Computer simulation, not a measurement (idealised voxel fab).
This section sets out a process module, namely voxel self aligned contacts.
Section shown: cut. Width: 250 nm. Cell size: 5 nm, square.
This document writes a cross-section as a grid whose cells are square, and gives it as bands, listed from the top down; one or more rows of cells form a band. Top, bottom (nm), then materials left to right with widths (nm); lone material tagged "full width" fills the whole band edge to edge; "empty" = empty space. Counting heights begins at 0, where everything beneath is, in the wafer as received, one material. The lowest band has no bottom; it goes on downwards, as "from 0 down" shows. Note: "30->40" means the width goes from the first number (top row of the band) to the second number (bottom row) in equal steps per row of cells. For the purposes of this document, the phrase "nothing different" attached to a step denotes that no cell within the cross-section was modified by that step. So "Closed void inventory" is basically the list of trapped voids: any empty space of 8 cells or more that can't reach the top through an opening. They're written width x height at distance, the distance being from the left edge, and it's all nm. What comes after the settings on a step's line is commentary from the simulator itself on that step. For masked steps, "overlay nm" on the step line gives how far right of plan the mask actually lay; a minus sign means it lay to the left. Pairs follow: section before one process step, section after it down to the lowest changed band, step with settings underneath. Pairs may come from different runs of this module on the same starting wafer; continuity with the pair above only as stated in the "Pre-process" entry.
Pre-process
* from 50 to 40: SiO2 full width
* from 40 to 20: SiO2: 70 | SiN: 45 | SiO2: 15 | SiN: 45 | SiO2: 75
* from 20 to 0: SiO2: 70 | SiN: 5 | polySi: 35 | SiN: 5 | SiO2: 15 | SiN: 5 | polySi: 35 | SiN: 5 | SiO2: 75
* from 0 to -5: SiO2 full width
* from -5 down: Si full width
* Closed void inventory: none
Section, Post-Step
* from 65 to 50: resist: 95 | empty: 55 | resist: 100
* Everything under 50 stays put, no change at all.
* Closed void inventory: none
the step between: PATTERN: tone open, mask id CONTACT, material resist, width nm 55, thk nm 15, overlay nm 0
Pre-process: identical to the post-step cross-section of the immediately preceding pair.
Section, Post-Step
* from 65 to 50: resist: 95 | empty: 55 | resist: 100
* from 50 to 40: SiO2: 95 | empty: 55 | SiO2: 100
* from 40 to 20: SiO2: 70 | SiN: 45 | empty: 15 | SiN: 45 | SiO2: 75
* from 20 to 0: SiO2: 70 | SiN: 5 | polySi: 35 | SiN: 5 | empty: 15 | SiN: 5 | polySi: 35 | SiN: 5 | SiO2: 75
* from 0 to -5: SiO2: 115 | empty: 15 | SiO2: 120
* Everything under -5 stays put, no change at all.
* Closed void inventory: none
the step between: DIRECTIONAL_ETCH: etch materials SiO2, depth nm 55
Pre-process: identical to the post-step cross-section of the immediately preceding pair.
Section, Post-Step
* from 50 to 40: SiO2: 95 | empty: 55 | SiO2: 100
* Everything under 40 stays put, no change at all.
* Closed void inventory: none
the step between: STRIP: etch materials resist
Pre-process: identical to the post-step cross-section of the immediately preceding pair.
Section, Post-Step
* from 55 to 50: TiN: 100 | empty: 45 | TiN: 105
* from 50 to 40: SiO2: 95 | TiN: 5->25 | empty: 45->5 | TiN: 5->25 | SiO2: 100
* from 40 to 20: SiO2: 70 | SiN: 45 | TiN: 5 | empty: 5 | TiN: 5 | SiN: 45 | SiO2: 75
* from 20 to 0: SiO2: 70 | SiN: 5 | polySi: 35 | SiN: 5 | TiN: 5 | empty: 5 | TiN: 5 | SiN: 5 | polySi: 35 | SiN: 5 | SiO2: 75
* from 0 to -5: SiO2: 115 | TiN: 15 | SiO2: 120
* Everything under -5 stays put, no change at all.
* Closed void inventory: none
the step between: CONFORMAL_DEP: material TiN, thk nm 5
Pre-process: identical to the post-step cross-section of the immediately preceding pair.
Section, Post-Step
* from 60 to 55: Ru full width
* from 55 to 50: TiN: 100 | Ru: 45 | TiN: 105
* from 50 to 40: SiO2: 95 | TiN: 5->25 | Ru: 45->5 | TiN: 5->25 | SiO2: 100
* from 40 to 20: SiO2: 70 | SiN: 45 | TiN: 5 | Ru: 5 | TiN: 5 | SiN: 45 | SiO2: 75
* from 20 to 0: SiO2: 70 | SiN: 5 | polySi: 35 | SiN: 5 | TiN: 5 | Ru: 5 | TiN: 5 | SiN: 5 | polySi: 35 | SiN: 5 | SiO2: 75
* Everything under 0 stays put, no change at all.
* Closed void inventory: none
the step between: FILL_DEP: material Ru, thk nm 5
Pre-process: identical to the post-step cross-section of the immediately preceding pair.
Section, Post-Step
* from 50 to 40: SiO2: 95 | TiN: 5->25 | Ru: 45->5 | TiN: 5->25 | SiO2: 100
* Everything under 40 stays put, no change at all.
* Closed void inventory: none
the step between: CMP: height nm 50
Pre-process: identical to the post-step cross-section of the immediately preceding pair.
Section, Post-Step
* from 55 to 50: SiN full width
* Everything under 50 stays put, no change at all.
* Closed void inventory: none
the step between: CONFORMAL_DEP: material SiN, thk nm 5
Pre-process
* from 40 to 20: empty: 75 | SiN: 35 | empty: 25 | SiN: 35 | empty: 80
* from 20 to 0: polySi full width
* from 0 to -5: SiO2 full width
* from -5 down: Si full width
* Closed void inventory: none
Section, Post-Step
* from 40 to 20: empty: 75 | SiN: 35 | empty: 25 | SiN: 35 | empty: 80
* from 20 to 0: empty: 75 | polySi: 45 | empty: 15 | polySi: 45 | empty: 70
* Everything under 0 stays put, no change at all.
* Closed void inventory: none
the step between: MASKED_ETCH: tone cover, mask id GATE, width nm 35, pitch nm 60, etch materials polySi, depth nm 20, overlay nm 10
Pre-process: identical to the post-step cross-section of the immediately preceding pair.
Section, Post-Step
* from 45 to 25: empty: 70 | SiN: 45 | empty: 15 | SiN: 45 | empty: 75
* from 25 to 20: empty: 70 | SiN: 55 | empty: 5 | SiN: 55 | empty: 65
* from 20 to 5: empty: 70 | SiN: 5 | polySi: 45 | SiN: 5 | empty: 5 | SiN: 5 | polySi: 45 | SiN: 5 | empty: 65
* from 5 to 0: SiN: 75 | polySi: 45 | SiN: 15 | polySi: 45 | SiN: 70
* Everything under 0 stays put, no change at all.
* Closed void inventory: none
the step between: CONFORMAL_DEP: material SiN, thk nm 5
Pre-process: identical to the post-step cross-section of the immediately preceding pair.
Section, Post-Step
* from 40 to 20: empty: 70 | SiN: 45 | empty: 15 | SiN: 45 | empty: 75
* from 20 to 0: empty: 70 | SiN: 5 | polySi: 45 | SiN: 5 | empty: 5 | SiN: 5 | polySi: 45 | SiN: 5 | empty: 65
* Everything under 0 stays put, no change at all.
* Closed void inventory: none
the step between: DIRECTIONAL_ETCH: etch materials SiN, depth nm 5
Pre-process: identical to the post-step cross-section of the immediately preceding pair.
Section, Post-Step
* from 60 to 40: SiO2 full width
* from 40 to 20: SiO2: 70 | SiN: 45 | SiO2: 15 | SiN: 45 | SiO2: 75
* from 20 to 0: SiO2: 70 | SiN: 5 | polySi: 45 | SiN: 5 | SiO2: 5 | SiN: 5 | polySi: 45 | SiN: 5 | SiO2: 65
* Everything under 0 stays put, no change at all.
* Closed void inventory: none
the step between: FILL_DEP: material SiO2, thk nm 20
Pre-process: identical to the post-step cross-section of the immediately preceding pair.
Section, Post-Step
* from 50 to 40: SiO2 full width
* Everything under 40 stays put, no change at all.
* Closed void inventory: none
the step between: CMP: height nm 50
Pre-process: identical to the post-step cross-section of the immediately preceding pair.
Section, Post-Step
* from 65 to 50: resist: 100 | empty: 45 | resist: 105
* Everything under 50 stays put, no change at all.
* Closed void inventory: none
the step between: PATTERN: tone open, mask id CONTACT, material resist, width nm 45, thk nm 15, overlay nm 0
Pre-process: identical to the post-step cross-section of the immediately preceding pair.
Section, Post-Step
* from 65 to 50: resist: 100 | empty: 45 | resist: 105
* from 50 to 40: SiO2: 100 | empty: 45 | SiO2: 105
* from 40 to 20: SiO2: 70 | SiN: 45 | empty: 15 | SiN: 45 | SiO2: 75
* from 20 to 0: SiO2: 70 | SiN: 5 | polySi: 45 | SiN: 5 | empty: 5 | SiN: 5 | polySi: 45 | SiN: 5 | SiO2: 65
* from 0 to -5: SiO2: 125 | empty: 5 | SiO2: 120
* Everything under -5 stays put, no change at all.
* Closed void inventory: none
the step between: DIRECTIONAL_ETCH: etch materials SiO2, depth nm 55
Pre-process: identical to the post-step cross-section of the immediately preceding pair.
Section, Post-Step
* from 50 to 40: SiO2: 100 | empty: 45 | SiO2: 105
* Everything under 40 stays put, no change at all.
* Closed void inventory: none
the step between: STRIP: etch materials resist
Pre-process: identical to the post-step cross-section of the immediately preceding pair.
Section, Post-Step
* from 55 to 50: TiN: 105 | empty: 35 | TiN: 110
* from 50 to 40: SiO2: 100 | TiN: 5->20 | empty: 35->5 | TiN: 5->20 | SiO2: 105
* from 40 to 25: SiO2: 70 | SiN: 45 | TiN: 5 | empty: 5 | TiN: 5 | SiN: 45 | SiO2: 75
* from 25 to 20: SiO2: 70 | SiN: 45 | TiN: 15 | SiN: 45 | SiO2: 75
* from 20 to 0: SiO2: 70 | SiN: 5 | polySi: 45 | SiN: 5 | TiN: 5 | SiN: 5 | polySi: 45 | SiN: 5 | SiO2: 65
* from 0 to -5: SiO2: 125 | TiN: 5 | SiO2: 120
* Everything under -5 stays put, no change at all.
* Closed void inventory: none
the step between: CONFORMAL_DEP: material TiN, thk nm 5
Pre-process: identical to the post-step cross-section of the immediately preceding pair.
Section, Post-Step
* from 60 to 55: Ru full width
* from 55 to 50: TiN: 105 | Ru: 35 | TiN: 110
* from 50 to 40: SiO2: 100 | TiN: 5->20 | Ru: 35->5 | TiN: 5->20 | SiO2: 105
* from 40 to 25: SiO2: 70 | SiN: 45 | TiN: 5 | Ru: 5 | TiN: 5 | SiN: 45 | SiO2: 75
* Everything under 25 stays put, no change at all.
* Closed void inventory: none
the step between: FILL_DEP: material Ru, thk nm 5
Pre-process: identical to the post-step cross-section of the immediately preceding pair.
Section, Post-Step
* from 50 to 40: SiO2: 100 | TiN: 5->20 | Ru: 35->5 | TiN: 5->20 | SiO2: 105
* Everything under 40 stays put, no change at all.
* Closed void inventory: none
the step between: CMP: height nm 50
Pre-process: identical to the post-step cross-section of the immediately preceding pair.
Section, Post-Step
* from 55 to 50: SiN full width
* Everything under 50 stays put, no change at all.
* Closed void inventory: none
the step between: CONFORMAL_DEP: material SiN, thk nm 5
Pre-process
* from 50 to 40: SiO2: 100 | empty: 45 | SiO2: 105
* from 40 to 20: SiO2: 70 | SiN: 45 | empty: 15 | SiN: 45 | SiO2: 75
* from 20 to 0: SiO2: 70 | SiN: 5 | polySi: 35 | SiN: 5 | empty: 15 | SiN: 5 | polySi: 35 | SiN: 5 | SiO2: 75
* from 0 to -5: SiO2: 115 | empty: 15 | SiO2: 120
* from -5 down: Si full width
* Closed void inventory: none
Section, Post-Step
* from 55 to 50: SiN: 105 | empty: 35 | SiN: 110
* from 50 to 40: SiO2: 100 | SiN: 5->20 | empty: 35->5 | SiN: 5->20 | SiO2: 105
* from 40 to 20: SiO2: 70 | SiN: 50 | empty: 5 | SiN: 50 | SiO2: 75
* from 20 to 0: SiO2: 70 | SiN: 5 | polySi: 35 | SiN: 10 | empty: 5 | SiN: 10 | polySi: 35 | SiN: 5 | SiO2: 75
* from 0 to -5: SiO2: 115 | SiN: 15 | SiO2: 120
* Everything under -5 stays put, no change at all.
* Closed void inventory: none
the step between: CONFORMAL_DEP: material SiN, thk nm 5
Pre-process: identical to the post-step cross-section of the immediately preceding pair.
Section, Post-Step
* from 60 to 55: Ru full width
* from 55 to 50: SiN: 105 | Ru: 35 | SiN: 110
* from 50 to 40: SiO2: 100 | SiN: 5->20 | Ru: 35->5 | SiN: 5->20 | SiO2: 105
* from 40 to 20: SiO2: 70 | SiN: 50 | Ru: 5 | SiN: 50 | SiO2: 75
* from 20 to 0: SiO2: 70 | SiN: 5 | polySi: 35 | SiN: 10 | Ru: 5 | SiN: 10 | polySi: 35 | SiN: 5 | SiO2: 75
* Everything under 0 stays put, no change at all.
* Closed void inventory: none
the step between: FILL_DEP: material Ru, thk nm 5
Pre-process: identical to the post-step cross-section of the immediately preceding pair.
Section, Post-Step
* from 50 to 40: SiO2: 100 | SiN: 5->20 | Ru: 35->5 | SiN: 5->20 | SiO2: 105
* Everything under 40 stays put, no change at all.
* Closed void inventory: none
the step between: CMP: height nm 50
Pre-process: identical to the post-step cross-section of the immediately preceding pair.
Section, Post-Step
* from 55 to 50: SiN full width
* Everything under 50 stays put, no change at all.
* Closed void inventory: none
the step between: CONFORMAL_DEP: material SiN, thk nm 5
Pre-process
* from 40 to 20: SiN full width
* from 20 to 0: polySi full width
* from 0 to -5: SiO2 full width
* from -5 down: Si full width
* Closed void inventory: none
Section, Post-Step
* from 40 to 20: SiN: 75 | empty: 35 | SiN: 25 | empty: 35 | SiN: 80
* Everything under 20 stays put, no change at all.
* Closed void inventory: none
the step between: MASKED_ETCH: tone open, mask id GATE, width nm 35, pitch nm 60, etch materials SiN, depth nm 20, overlay nm 0
Pre-process: identical to the post-step cross-section of the immediately preceding pair.
Section, Post-Step
* from 45 to 25: SiN: 80 | empty: 25 | SiN: 35 | empty: 25 | SiN: 85
* from 25 to 20: SiN full width
* Everything under 20 stays put, no change at all.
* Closed void inventory: none
the step between: CONFORMAL_DEP: material SiN, thk nm 5
Pre-process: identical to the post-step cross-section of the immediately preceding pair.
Section, Post-Step
* from 40 to 20: SiN: 80 | empty: 25 | SiN: 35 | empty: 25 | SiN: 85
* Everything under 20 stays put, no change at all.
* Closed void inventory: none
the step between: DIRECTIONAL_ETCH: etch materials SiN, depth nm 5
Pre-process: identical to the post-step cross-section of the immediately preceding pair.
Section, Post-Step
* from 60 to 40: SiO2 full width
* from 40 to 20: SiN: 80 | SiO2: 25 | SiN: 35 | SiO2: 25 | SiN: 85
* Everything under 20 stays put, no change at all.
* Closed void inventory: none
the step between: FILL_DEP: material SiO2, thk nm 20
Pre-process: identical to the post-step cross-section of the immediately preceding pair.
Section, Post-Step
* from 50 to 40: SiO2 full width
* Everything under 40 stays put, no change at all.
* Closed void inventory: none
the step between: CMP: height nm 50
Pre-process: identical to the post-step cross-section of the immediately preceding pair.
Section, Post-Step
* from 65 to 50: resist: 100 | empty: 45 | resist: 105
* Everything under 50 stays put, no change at all.
* Closed void inventory: none
the step between: PATTERN: tone open, mask id CONTACT, material resist, width nm 45, thk nm 15, overlay nm 0
Pre-process: identical to the post-step cross-section of the immediately preceding pair.
Section, Post-Step
* from 65 to 50: resist: 100 | empty: 45 | resist: 105
* from 50 to 40: SiO2: 100 | empty: 45 | SiO2: 105
* from 40 to 20: SiN: 80 | SiO2: 20 | empty: 5 | SiN: 35 | empty: 5 | SiO2: 20 | SiN: 85
* Everything under 20 stays put, no change at all.
* Closed void inventory: none
the step between: DIRECTIONAL_ETCH: etch materials SiO2, depth nm 55
Pre-process: identical to the post-step cross-section of the immediately preceding pair.
Section, Post-Step
* from 50 to 40: SiO2: 100 | empty: 45 | SiO2: 105
* Everything under 40 stays put, no change at all.
* Closed void inventory: none
the step between: STRIP: etch materials resist
Pre-process: identical to the post-step cross-section of the immediately preceding pair.
Section, Post-Step
* from 55 to 50: TiN: 105 | empty: 35 | TiN: 110
* from 50 to 45: SiO2: 100 | TiN: 5 | empty: 35 | TiN: 5 | SiO2: 105
* from 45 to 40: SiO2: 100 | TiN: 45 | SiO2: 105
* from 40 to 20: SiN: 80 | SiO2: 20 | TiN: 5 | SiN: 35 | TiN: 5 | SiO2: 20 | SiN: 85
* Everything under 20 stays put, no change at all.
* Closed void inventory: none
the step between: CONFORMAL_DEP: material TiN, thk nm 5
Pre-process: identical to the post-step cross-section of the immediately preceding pair.
Section, Post-Step
* from 60 to 55: Ru full width
* from 55 to 50: TiN: 105 | Ru: 35 | TiN: 110
* from 50 to 45: SiO2: 100 | TiN: 5 | Ru: 35 | TiN: 5 | SiO2: 105
* Everything under 45 stays put, no change at all.
* Closed void inventory: none
the step between: FILL_DEP: material Ru, thk nm 5
Pre-process: identical to the post-step cross-section of the immediately preceding pair.
Section, Post-Step
* from 50 to 45: SiO2: 100 | TiN: 5 | Ru: 35 | TiN: 5 | SiO2: 105
* Everything under 45 stays put, no change at all.
* Closed void inventory: none
the step between: CMP: height nm 50
Pre-process: identical to the post-step cross-section of the immediately preceding pair.
Section, Post-Step
* from 55 to 50: SiN full width
* Everything under 50 stays put, no change at all.
* Closed void inventory: none
the step between: CONFORMAL_DEP: material SiN, thk nm 5
